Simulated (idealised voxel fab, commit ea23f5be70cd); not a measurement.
The following is a process module called voxel tone inversion.
Xsec cut, 280 nm wide, square cell size 5 nm.
Just so we're on the same page, the cross-sections are grids of square cells, and they're listed out in bands top to bottom, each band one or more rows deep. Heights first: top, then bottom, in nm. Then materials, left to right, each with a width in nm. "all across" on a single material: fills the band edge to edge. "blank": empty space. Zero point of the height axis is 0; under it, received wafer = one material. Lowest band: continues down indefinitely, "0..down". Note: "30 to 40" means the width goes from the first number (top row of the band) to the second number (bottom row) in equal steps per row of cells. You'll sometimes find "no alteration" written for a step, and that's the way of saying that nowhere in the cross-section did a cell change during that step. Closed empty spaces (no open way to the top) of 8 cells or more are what "Trapped void list" lists, each as width x height at distance from the left edge, nm for all three. Read whatever lies past the settings on a step's line as the simulator's own remark about the step. overlay nm: where the mask lay relative to plan, measured to the right, on steps with a mask; negatives go left.

[Here's what the planned process steps look like]
1 RECEIVE,material Si
2 CONFORMAL_DEP,material SiN,thk nm 10
3 DIRECTIONAL_DEP,material aC,thk nm 20
4 PATTERN,tone cover,mask id POSTS,material resist,width nm 20,pitch nm 40,thk nm 30,overlay nm -15
5 DIRECTIONAL_ETCH,etch materials aC,depth nm 20
6 STRIP,etch materials resist
7 FILL_DEP,material lowk,thk nm 5
8 CMP,height nm 30
9 STRIP,etch materials aC
10 CONFORMAL_DEP,material TiN,thk nm 5
11 FILL_DEP,material Ru,thk nm 5
12 CMP,height nm 30
13 CONFORMAL_DEP,material SiCN,thk nm 5
For this document, wafers share an identical start and vary in the step 4 overlay nm; the plan quotes the first wafer's value.

[First of several wafers (as received, post step 1), cross-sectional view]
  0..down  Si all across
  Trapped void list: none

[Module end state after final step 13: cross-section of the first of several wafers]
  35..30  SiCN all across
  30..15  75 of lowk, 5 of TiN, 10 of Ru, 5 of TiN, 20 of lowk, 5 of TiN, 10 of Ru, 5 of TiN, 20 of lowk, 5 of TiN, 10 of Ru, 5 of TiN, 105 of lowk
  15..10  75 of lowk, 20 of TiN, 20 of lowk, 20 of TiN, 20 of lowk, 20 of TiN, 105 of lowk
  10..0  SiN all across
  0..down  Si all across
  Trapped void list: none

[Showing the last wafer in cross-section at the end of the module]
  35..30  SiCN all across
  30..15  105 of lowk, 5 of TiN, 10 of Ru, 5 of TiN, 20 of lowk, 5 of TiN, 10 of Ru, 5 of TiN, 20 of lowk, 5 of TiN, 10 of Ru, 5 of TiN, 75 of lowk
  15..10  105 of lowk, 20 of TiN, 20 of lowk, 20 of TiN, 20 of lowk, 20 of TiN, 75 of lowk
  10..0  SiN all across
  0..down  Si all across
  Trapped void list: none

[The following table contains a row per wafer, in which are reported, at the conclusion of the module, the cells of each material gained (+) or lost (-) since the wafer's receipt, with its closed voids given thereafter]
overlay nm -15; +18 Ru; +56 SiCN; +112 SiN; +30 TiN; +176 lowk; Trapped void list: none
overlay nm -10; +18 Ru; +56 SiCN; +112 SiN; +30 TiN; +176 lowk; Trapped void list: none
overlay nm -5; +18 Ru; +56 SiCN; +112 SiN; +30 TiN; +176 lowk; Trapped void list: none
overlay nm 0; +18 Ru; +56 SiCN; +112 SiN; +30 TiN; +176 lowk; Trapped void list: none
overlay nm 5; +18 Ru; +56 SiCN; +112 SiN; +30 TiN; +176 lowk; Trapped void list: none
overlay nm 10; +18 Ru; +56 SiCN; +112 SiN; +30 TiN; +176 lowk; Trapped void list: none
overlay nm 15; +18 Ru; +56 SiCN; +112 SiN; +30 TiN; +176 lowk; Trapped void list: none
